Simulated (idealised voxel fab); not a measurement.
process module | voxel self aligned vias
cross-section cut | 290 nm wide | cells 5 nm
A cross-section is a grid of square cells, given in bands from the top down. A band is one or more rows of cells.
Each band's line starts with the height of the band's top and of its bottom, in nm. Then come its materials from left to right, each with its width in nm. One material with "throughout" fills the band from edge to edge. "air" is empty space.
Height 0 is the level under which the wafer as received is all one material. The lowest band goes on downwards, as in "0 down".
A width such as "30 to 40" changes by the same amount from each row of cells to the next, from the band's top row to its bottom row.
"no change" after a step means that no cell of the cross-section changed.
closed voids: empty space of 8 cells or more with no open way to the top, each as width x height at its distance from the left edge, in nm
after a step's settings: what the simulator itself notes on the step
overlay nm, on a step with a mask: how far to the right of its planned place the mask lay; to the left if negative
plan
1 op RECEIVE | material Si
2 op CONFORMAL_DEP | material SiO2 | thk nm 15
3 op CONFORMAL_DEP | material SiCN | thk nm 5
4 op DIRECTIONAL_DEP | material SiO2 | thk nm 20
5 op PATTERN | tone open | mask id LINES | material resist | width nm 25 | pitch nm 55 | thk nm 15 | overlay nm 0
6 op DIRECTIONAL_ETCH | etch materials SiO2 | depth nm 20
7 op STRIP | etch materials resist
8 op CONFORMAL_DEP | material TiN | thk nm 5
9 op FILL_DEP | material Ru | thk nm 5
10 op CMP | height nm 40
11 op SELECTIVE_ETCH | etch materials W Ru TiN | depth nm 10
12 op FILL_DEP | material SiN | thk nm 10
13 op CMP | height nm 40
14 op DIRECTIONAL_DEP | material SiO2 | thk nm 15
15 op DIRECTIONAL_DEP | material aC | thk nm 15
16 op PATTERN | tone open | mask id VIAS | material resist | width nm 35 | pitch nm 55 | thk nm 35 | overlay nm 0
17 op DIRECTIONAL_ETCH | etch materials aC | depth nm 15
18 op STRIP | etch materials resist
19 op DIRECTIONAL_ETCH | etch materials SiO2 | depth nm 15
20 op DIRECTIONAL_ETCH | etch materials SiN | depth nm 10
21 op STRIP | etch materials aC
22 op CONFORMAL_DEP | material TiN | thk nm 5
23 op FILL_DEP | material Ru | thk nm 5
24 op CMP | height nm 55
25 op CONFORMAL_DEP | material SiCN | thk nm 5
as received, after step 1
  0 down: Si throughout
  closed voids: none
first wafer at the end, as planned
  60 to 55: SiCN throughout
  55 to 45: SiO2 100 | TiN 5 | Ru 25 | TiN 5 | SiO2 20 | TiN 5 | Ru 25 | TiN 5 | SiO2 100
  45 to 35: SiO2 100 to 105 | TiN 10 to 5 | Ru 15 | TiN 10 to 5 | SiO2 20 to 30 | TiN 10 to 5 | Ru 15 | TiN 10 to 5 | SiO2 100 to 105
  35 to 30: SiO2 105 | TiN 25 | SiO2 30 | TiN 25 | SiO2 105
  30 to 25: SiO2 105 | TiN 5 | Ru 15 | TiN 5 | SiO2 30 | TiN 5 | Ru 15 | TiN 5 | SiO2 105
  25 to 20: SiO2 105 | TiN 25 | SiO2 30 | TiN 25 | SiO2 105
  20 to 15: SiCN throughout
  15 to 0: SiO2 throughout
  0 down: Si throughout
  closed voids: none
second wafer at the end: like start, like plan, one mistake
  60 to 55: SiCN throughout
  55 to 45: SiO2 105 | TiN 5 | Ru 20 | TiN 5 | SiO2 25 | TiN 5 | Ru 20 | TiN 5 | SiO2 100
  45 to 35: SiO2 105 | TiN 5 | Ru 15 | TiN 10 to 5 | SiO2 25 to 30 | TiN 5 | Ru 15 | TiN 10 to 5 | SiO2 100 to 105
  35 to 30: SiO2 105 | TiN 25 | SiO2 30 | TiN 25 | SiO2 105
  30 to 25: SiO2 105 | TiN 5 | Ru 15 | TiN 5 | SiO2 30 | TiN 5 | Ru 15 | TiN 5 | SiO2 105
  25 to 20: SiO2 105 | TiN 25 | SiO2 30 | TiN 25 | SiO2 105
  20 to 15: SiCN throughout
  15 to 0: SiO2 throughout
  0 down: Si throughout
  closed voids: none
what went wrong: step 16 ran as: op PATTERN | tone open | mask id VIAS | material resist | width nm 30 | pitch nm 55 | thk nm 35 | overlay nm 0
at the end the second wafer has, in cells: 4 fewer of Ru | 6 more of SiO2 | 2 fewer of TiN
